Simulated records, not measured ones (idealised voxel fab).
process module | voxel quadruple lines
cross-section cut | 160 nm wide | cells 5 nm
A cross-section is a grid of square cells, given in bands from the top down. A band is one or more rows of cells.
Each band's line starts with the height of the band's top and of its bottom, in nm. Then come its materials from left to right, each with its width in nm. One material with "throughout" fills the band from edge to edge. "air" is empty space.
Height 0 is the level under which the wafer as received is all one material. The lowest band goes on downwards, as in "0 down".
A width such as "30 to 40" changes by the same amount from each row of cells to the next, from the band's top row to its bottom row.
"no change" after a step means that no cell of the cross-section changed.
closed voids: empty space of 8 cells or more with no open way to the top, each as width x height at its distance from the left edge, in nm
after a step's settings: what the simulator itself notes on the step
overlay nm, on a step with a mask: how far to the right of its planned place the mask lay; to the left if negative
plan
1 op RECEIVE | material Si
2 op CONFORMAL_DEP | material Al2O3 | thk nm 5
3 op DIRECTIONAL_DEP | material W | thk nm 10
4 op DIRECTIONAL_DEP | material polySi | thk nm 20
5 op DIRECTIONAL_DEP | material aC | thk nm 20
6 op PATTERN | tone cover | mask id MANDREL | material resist | width nm 20 | pitch nm 60 | thk nm 25 | overlay nm 0
7 op DIRECTIONAL_ETCH | etch materials aC | depth nm 20
8 op STRIP | etch materials resist
9 op CONFORMAL_DEP | material SiO2 | thk nm 10
10 op DIRECTIONAL_ETCH | etch materials SiO2 | depth nm 10
11 op STRIP | etch materials aC
12 op DIRECTIONAL_ETCH | etch materials polySi | depth nm 20
13 op STRIP | etch materials SiO2
14 op CONFORMAL_DEP | material SiN | thk nm 5
15 op DIRECTIONAL_ETCH | etch materials SiN | depth nm 5
16 op STRIP | etch materials polySi
17 op DIRECTIONAL_ETCH | etch materials W | depth nm 10
18 op STRIP | etch materials SiN
first wafer, as planned
as received, after step 1
  0 down: Si throughout
  closed voids: none
after step 2
  5 to 0: Al2O3 throughout
  below 0: unchanged
after step 3
  15 to 5: W throughout
  below 5: unchanged
after step 4
  35 to 15: polySi throughout
  below 15: unchanged
after step 5
  55 to 35: aC throughout
  below 35: unchanged
after step 6
  80 to 55: air 40 | resist 20 | air 40 | resist 20 | air 40
  below 55: unchanged
after step 7
  60 to 55: air 40 | resist 20 | air 40 | resist 20 | air 40
  55 to 35: air 40 | aC 20 | air 40 | aC 20 | air 40
  below 35: unchanged
after step 8
  55 to 35: air 40 | aC 20 | air 40 | aC 20 | air 40
  below 35: unchanged
after step 9
  65 to 55: air 30 | SiO2 40 | air 20 | SiO2 40 | air 30
  55 to 45: air 30 | SiO2 10 | aC 20 | SiO2 10 | air 20 | SiO2 10 | aC 20 | SiO2 10 | air 30
  45 to 35: SiO2 40 | aC 20 | SiO2 40 | aC 20 | SiO2 40
  below 35: unchanged
after step 10
  55 to 35: air 30 | SiO2 10 | aC 20 | SiO2 10 | air 20 | SiO2 10 | aC 20 | SiO2 10 | air 30
  below 35: unchanged
after step 11
  55 to 35: air 30 | SiO2 10 | air 20 | SiO2 10 | air 20 | SiO2 10 | air 20 | SiO2 10 | air 30
  below 35: unchanged
after step 12
  55 to 35: air 30 | SiO2 10 | air 20 | SiO2 10 | air 20 | SiO2 10 | air 20 | SiO2 10 | air 30
  35 to 15: air 30 | polySi 10 | air 20 | polySi 10 | air 20 | polySi 10 | air 20 | polySi 10 | air 30
  below 15: unchanged
after step 13
  35 to 15: air 30 | polySi 10 | air 20 | polySi 10 | air 20 | polySi 10 | air 20 | polySi 10 | air 30
  below 15: unchanged
after step 14
  40 to 35: air 25 | SiN 20 | air 10 | SiN 20 | air 10 | SiN 20 | air 10 | SiN 20 | air 25
  35 to 20: air 25 | SiN 5 | polySi 10 | SiN 5 | air 10 | SiN 5 | polySi 10 | SiN 5 | air 10 | SiN 5 | polySi 10 | SiN 5 | air 10 | SiN 5 | polySi 10 | SiN 5 | air 25
  20 to 15: SiN 30 | polySi 10 | SiN 20 | polySi 10 | SiN 20 | polySi 10 | SiN 20 | polySi 10 | SiN 30
  below 15: unchanged
after step 15
  35 to 15: air 25 | SiN 5 | polySi 10 | SiN 5 | air 10 | SiN 5 | polySi 10 | SiN 5 | air 10 | SiN 5 | polySi 10 | SiN 5 | air 10 | SiN 5 | polySi 10 | SiN 5 | air 25
  below 15: unchanged
after step 16
  35 to 15: air 25 | SiN 5 | air 10 | SiN 5 | air 10 | SiN 5 | air 10 | SiN 5 | air 10 | SiN 5 | air 10 | SiN 5 | air 10 | SiN 5 | air 10 | SiN 5 | air 25
  below 15: unchanged
after step 17
  35 to 15: air 25 | SiN 5 | air 10 | SiN 5 | air 10 | SiN 5 | air 10 | SiN 5 | air 10 | SiN 5 | air 10 | SiN 5 | air 10 | SiN 5 | air 10 | SiN 5 | air 25
  15 to 5: air 25 | W 5 | air 10 | W 5 | air 10 | W 5 | air 10 | W 5 | air 10 | W 5 | air 10 | W 5 | air 10 | W 5 | air 10 | W 5 | air 25
  below 5: unchanged
after step 18
  15 to 5: air 25 | W 5 | air 10 | W 5 | air 10 | W 5 | air 10 | W 5 | air 10 | W 5 | air 10 | W 5 | air 10 | W 5 | air 10 | W 5 | air 25
  below 5: unchanged
second wafer: like start, like plan, one mistake. Through step 5 it matches the first wafer
when step 6 should have ended
  80 to 55: resist 40 | air 20 | resist 40 | air 20 | resist 40
  below 55: unchanged
when step 7 should have ended
  60 to 55: resist 40 | air 20 | resist 40 | air 20 | resist 40
  55 to 35: aC 40 | air 20 | aC 40 | air 20 | aC 40
  below 35: unchanged
when step 8 should have ended
  55 to 35: aC 40 | air 20 | aC 40 | air 20 | aC 40
  below 35: unchanged
when step 9 should have ended
  65 to 55: SiO2 throughout
  55 to 35: aC 40 | SiO2 20 | aC 40 | SiO2 20 | aC 40
  below 35: unchanged
when step 10 should have ended
  55 to 35: aC 40 | SiO2 20 | aC 40 | SiO2 20 | aC 40
  below 35: unchanged
when step 11 should have ended
  55 to 35: air 40 | SiO2 20 | air 40 | SiO2 20 | air 40
  below 35: unchanged
when step 12 should have ended
  55 to 35: air 40 | SiO2 20 | air 40 | SiO2 20 | air 40
  35 to 15: air 40 | polySi 20 | air 40 | polySi 20 | air 40
  below 15: unchanged
when step 13 should have ended
  35 to 15: air 40 | polySi 20 | air 40 | polySi 20 | air 40
  below 15: unchanged
when step 14 should have ended
  40 to 35: air 35 | SiN 30 | air 30 | SiN 30 | air 35
  35 to 20: air 35 | SiN 5 | polySi 20 | SiN 5 | air 30 | SiN 5 | polySi 20 | SiN 5 | air 35
  20 to 15: SiN 40 | polySi 20 | SiN 40 | polySi 20 | SiN 40
  below 15: unchanged
when step 15 should have ended
  35 to 15: air 35 | SiN 5 | polySi 20 | SiN 5 | air 30 | SiN 5 | polySi 20 | SiN 5 | air 35
  below 15: unchanged
when step 16 should have ended
  35 to 15: air 35 | SiN 5 | air 20 | SiN 5 | air 30 | SiN 5 | air 20 | SiN 5 | air 35
  below 15: unchanged
when step 17 should have ended
  35 to 15: air 35 | SiN 5 | air 20 | SiN 5 | air 30 | SiN 5 | air 20 | SiN 5 | air 35
  15 to 5: air 35 | W 5 | air 20 | W 5 | air 30 | W 5 | air 20 | W 5 | air 35
  below 5: unchanged
when step 18 should have ended
  15 to 5: air 35 | W 5 | air 20 | W 5 | air 30 | W 5 | air 20 | W 5 | air 35
  below 5: unchanged
what went wrong: step 6 ran as: op PATTERN | tone open | mask id MANDREL | material resist | width nm 20 | pitch nm 60 | thk nm 25 | overlay nm 0
at the end the second wafer has, in cells: 8 fewer of W
